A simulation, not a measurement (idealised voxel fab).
process module | voxel capacitor over wiring
cross-section cut | 215 nm wide | cells 5 nm
A cross-section is a grid of square cells, given in bands from the top down. A band is one or more rows of cells.
Each band's line starts with the height of the band's top and of its bottom, in nm. Then come its materials from left to right, each with its width in nm. One material with "throughout" fills the band from edge to edge. "air" is empty space.
Height 0 is the level under which the wafer as received is all one material. The lowest band goes on downwards, as in "0 down".
A width such as "30 to 40" changes by the same amount from each row of cells to the next, from the band's top row to its bottom row.
"no change" after a step means that no cell of the cross-section changed.
closed voids: empty space of 8 cells or more with no open way to the top, each as width x height at its distance from the left edge, in nm
after a step's settings: what the simulator itself notes on the step
overlay nm, on a step with a mask: how far to the right of its planned place the mask lay; to the left if negative
plan
1 op RECEIVE | material Si
2 op CONFORMAL_DEP | material SiO2 | thk nm 15
3 op CONFORMAL_DEP | material SiCN | thk nm 5
4 op DIRECTIONAL_DEP | material SiO2 | thk nm 20
5 op MASKED_ETCH | tone open | mask id METAL_1 | width nm 30 | pitch nm 80 | etch materials SiO2 | depth nm 20 | overlay nm 0
6 op MASKED_ETCH | tone open | mask id METAL_1 | width nm 30 | pitch nm 80 | etch materials SiCN | depth nm 5 | overlay nm 0
7 op CONFORMAL_DEP | material TiN | thk nm 5
8 op FILL_DEP | material Cu | thk nm 10
9 op CMP | height nm 40
10 op CONFORMAL_DEP | material SiCN | thk nm 5
11 op DIRECTIONAL_DEP | material lowk | thk nm 15
12 op MASKED_ETCH | tone open | mask id PLUG_1 | width nm 15 | etch materials lowk | depth nm 15 | overlay nm 0
13 op MASKED_ETCH | tone open | mask id PLUG_1 | width nm 15 | etch materials SiCN | depth nm 5 | overlay nm 0
14 op CONFORMAL_DEP | material TiN | thk nm 5
15 op FILL_DEP | material W | thk nm 10
16 op CMP | height nm 60
17 op DIRECTIONAL_DEP | material TiN | thk nm 10
18 op DIRECTIONAL_DEP | material HfO2 | thk nm 5
19 op DIRECTIONAL_DEP | material TiN | thk nm 5
20 op MASKED_ETCH | tone cover | mask id UPPER_PLATE | width nm 55 | etch materials TiN | depth nm 5 | overlay nm 0
21 op MASKED_ETCH | tone cover | mask id UPPER_PLATE | width nm 55 | etch materials HfO2 | depth nm 5 | overlay nm 0
22 op MASKED_ETCH | tone cover | mask id LOWER_PLATE | width nm 65 | etch materials TiN | depth nm 10 | overlay nm 0
23 op FILL_DEP | material SiO2 | thk nm 20
24 op CMP | height nm 95
25 op MASKED_ETCH | tone open | mask id PLUG_2 | width nm 15 | etch materials SiO2 | depth nm 15 | overlay nm 0
26 op CONFORMAL_DEP | material TiN | thk nm 5
27 op FILL_DEP | material Cu | thk nm 10
28 op CMP | height nm 95
29 op CONFORMAL_DEP | material SiCN | thk nm 5
as received, after step 1
  0 down: Si throughout
  closed voids: none
first wafer at the end, as planned
  100 to 95: SiCN throughout
  95 to 85: SiO2 75 | TiN 5 | Cu 5 | TiN 5 | SiO2 125
  85 to 75: SiO2 75 to 65 | TiN 15 to 55 | SiO2 125 to 95
  75 to 70: SiO2 65 | HfO2 55 | SiO2 95
  70 to 60: SiO2 60 | TiN 65 | SiO2 90
  60 to 45: lowk 65 | TiN 5 | W 5 | TiN 5 | lowk 135
  45 to 40: SiCN 65 | TiN 15 | SiCN 135
  40 to 20: SiO2 50 | TiN 5 | Cu 20 | TiN 5 | SiO2 50 | TiN 5 | Cu 20 | TiN 5 | SiO2 55
  20 to 15: SiCN 50 | TiN 30 | SiCN 50 | TiN 30 | SiCN 55
  15 to 0: SiO2 throughout
  0 down: Si throughout
  closed voids: none
second wafer at the end: like start, like plan, one mistake
  100 to 95: SiCN throughout
  95 to 85: SiO2 75 | TiN 5 | Cu 5 | TiN 5 | SiO2 125
  85 to 75: SiO2 75 to 65 | TiN 15 to 55 | SiO2 125 to 95
  75 to 70: SiO2 65 | HfO2 55 | SiO2 95
  70 to 60: SiO2 60 | TiN 65 | SiO2 90
  60 to 45: lowk 65 | TiN 5 | W 5 | TiN 5 | lowk 135
  45 to 40: SiCN 65 | TiN 15 | SiCN 135
  40 to 25: SiO2 50 | TiN 5 | Cu 20 | TiN 5 | SiO2 50 | TiN 5 | Cu 20 | TiN 5 | SiO2 55
  25 to 20: SiCN 50 | TiN 30 | SiCN 50 | TiN 30 | SiCN 55
  20 to 0: SiO2 throughout
  0 down: Si throughout
  closed voids: none
what went wrong: step 2 ran as: op CONFORMAL_DEP | material SiO2 | thk nm 20
at the end the second wafer has, in cells: 8 fewer of Cu | 12 more of SiO2 | 4 fewer of TiN
